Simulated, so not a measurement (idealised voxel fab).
The name of this process module is voxel self aligned contacts.
In the cross-section labelled cut, the width is 210 nm and each square cell is 5 nm.
Heads up, the way a cross-section reads in here is a grid of square cells, handed over as bands from the top down, with every band being one or more rows of cells.
What a band's entry tells you: where the top is and where the bottom is, as heights in nm, and after that what lies inside, material by material from left to right, each with its width in nm. Empty space is written as the word "air", and a single material marked with the word "everywhere" occupies the band from edge to edge.
Heights are reckoned from 0. Under this level, the received wafer is all of one material. The bottommost band is open-ended downward, for example "0 nm and below".
Think of "30..40" as a width that walks from the first number to the second as you go down the band, top row to bottom row, taking equal-sized steps from row to row.
Reading "nothing different" for a step: not a cell of the cross-section changed in it.
So "Enclosed void listing" is basically the list of trapped voids: any empty space of 8 cells or more that can't reach the top through an opening. They're written width x height at distance, the distance being from the left edge, and it's all nm.
The remark found on a step's line after its settings is issued by the simulator itself and pertains to that step.
"overlay nm", when on a step's line for a step with a mask, measures how far to the right of its planned place the mask lay; a negative measure means to the left.

Set out below are the planned steps of the process:
1,RECEIVE with material Si
2,OXIDIZE with depth nm 5
3,DIRECTIONAL_DEP with material polySi, thk nm 20
4,DIRECTIONAL_DEP with material SiN, thk nm 15
5,MASKED_ETCH with tone cover, mask id GATE, width nm 35, pitch nm 65, etch materials SiN, depth nm 15, overlay nm 0
6,MASKED_ETCH with tone cover, mask id GATE, width nm 35, pitch nm 65, etch materials polySi, depth nm 20, overlay nm -15
7,CONFORMAL_DEP with material SiN, thk nm 5
8,DIRECTIONAL_ETCH with etch materials SiN, depth nm 5
9,FILL_DEP with material SiO2, thk nm 10
10,CMP with height nm 40
11,MASKED_ETCH with tone open, mask id CONTACT, width nm 50, etch materials SiO2, depth nm 45, overlay nm 0
12,CONFORMAL_DEP with material TiN, thk nm 5
13,FILL_DEP with material W, thk nm 10
14,CMP with height nm 40
15,CONFORMAL_DEP with material SiN, thk nm 5
Heads up: all these wafers start the same, and what changes between them is the overlay nm in step 6. The value you see in the plan is just what the first wafer got.

Cross-section of the first of several received wafers, showing its state after step 1:
> 0 nm and below | Si everywhere
> Enclosed void listing: none

Below, a row for every wafer. Read it as the end-of-module picture: for each material the wafer shows its cells gained (+) or lost (-) since it was received, and then its closed voids:
overlay nm -15 | -42 Si | +112 SiN | +201 SiO2 | +21 TiN | +6 W | +80 polySi | Enclosed void listing: none
overlay nm -10 | -42 Si | +112 SiN | +204 SiO2 | +26 TiN | +6 W | +72 polySi | Enclosed void listing: none
overlay nm -5 | -42 Si | +112 SiN | +207 SiO2 | +26 TiN | +11 W | +64 polySi | Enclosed void listing: none
overlay nm 0 | -42 Si | +112 SiN | +210 SiO2 | +26 TiN | +16 W | +56 polySi | Enclosed void listing: none
overlay nm 5 | -42 Si | +112 SiN | +207 SiO2 | +26 TiN | +11 W | +64 polySi | Enclosed void listing: none
overlay nm 10 | -42 Si | +112 SiN | +204 SiO2 | +26 TiN | +6 W | +72 polySi | Enclosed void listing: none
overlay nm 15 | -42 Si | +112 SiN | +201 SiO2 | +21 TiN | +6 W | +80 polySi | Enclosed void listing: none
